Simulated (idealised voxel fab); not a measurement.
process module | voxel local oxidation
cross-section cut | 160 nm wide | cells 5 nm
A cross-section is a grid of square cells, given in bands from the top down. A band is one or more rows of cells.
Each band's line starts with the height of the band's top and of its bottom, in nm. Then come its materials from left to right, each with its width in nm. One material with "throughout" fills the band from edge to edge. "air" is empty space.
Height 0 is the level under which the wafer as received is all one material. The lowest band goes on downwards, as in "0 down".
A width such as "30 to 40" changes by the same amount from each row of cells to the next, from the band's top row to its bottom row.
"no change" after a step means that no cell of the cross-section changed.
closed voids: empty space of 8 cells or more with no open way to the top, each as width x height at its distance from the left edge, in nm
after a step's settings: what the simulator itself notes on the step
overlay nm, on a step with a mask: how far to the right of its planned place the mask lay; to the left if negative
plan
1 op RECEIVE | material Si
2 op CONFORMAL_DEP | material SiO2 | thk nm 5
3 op CONFORMAL_DEP | material SiN | thk nm 15
4 op DIRECTIONAL_DEP | material aC | thk nm 15
5 op PATTERN | tone cover | mask id ACTIVE | material resist | width nm 100 | thk nm 30 | overlay nm -15
6 op DIRECTIONAL_ETCH | etch materials aC | depth nm 15
7 op STRIP | etch materials resist
8 op DIRECTIONAL_ETCH | etch materials SiN | depth nm 15
9 op STRIP | etch materials aC
10 op SELECTIVE_ETCH | etch materials SiO2 | depth nm 5
11 op OXIDIZE | depth nm 10
12 op STRIP | etch materials SiN
varied across the wafers: overlay nm of step 5. The plan shows the first wafer's value. All wafers start alike
first wafer as received, after step 1
  0 down: Si throughout
  closed voids: none
first wafer at the end, after step 12
  5 to 0: air 20 | SiO2 90 | air 50
  0 to -10: SiO2 30 | Si 70 | SiO2 60
  -10 down: Si throughout
  closed voids: none
last wafer at the end
  5 to 0: air 50 | SiO2 90 | air 20
  0 to -10: SiO2 60 | Si 70 | SiO2 30
  -10 down: Si throughout
  closed voids: none
each wafer at the end: cells of each material gained (+) or lost (-) since it was received, then its closed voids
overlay nm -15 | -36 Si | +54 SiO2 | closed voids: none
overlay nm -10 | -36 Si | +54 SiO2 | closed voids: none
overlay nm -5 | -36 Si | +54 SiO2 | closed voids: none
overlay nm 0 | -36 Si | +54 SiO2 | closed voids: none
overlay nm 5 | -36 Si | +54 SiO2 | closed voids: none
overlay nm 10 | -36 Si | +54 SiO2 | closed voids: none
overlay nm 15 | -36 Si | +54 SiO2 | closed voids: none
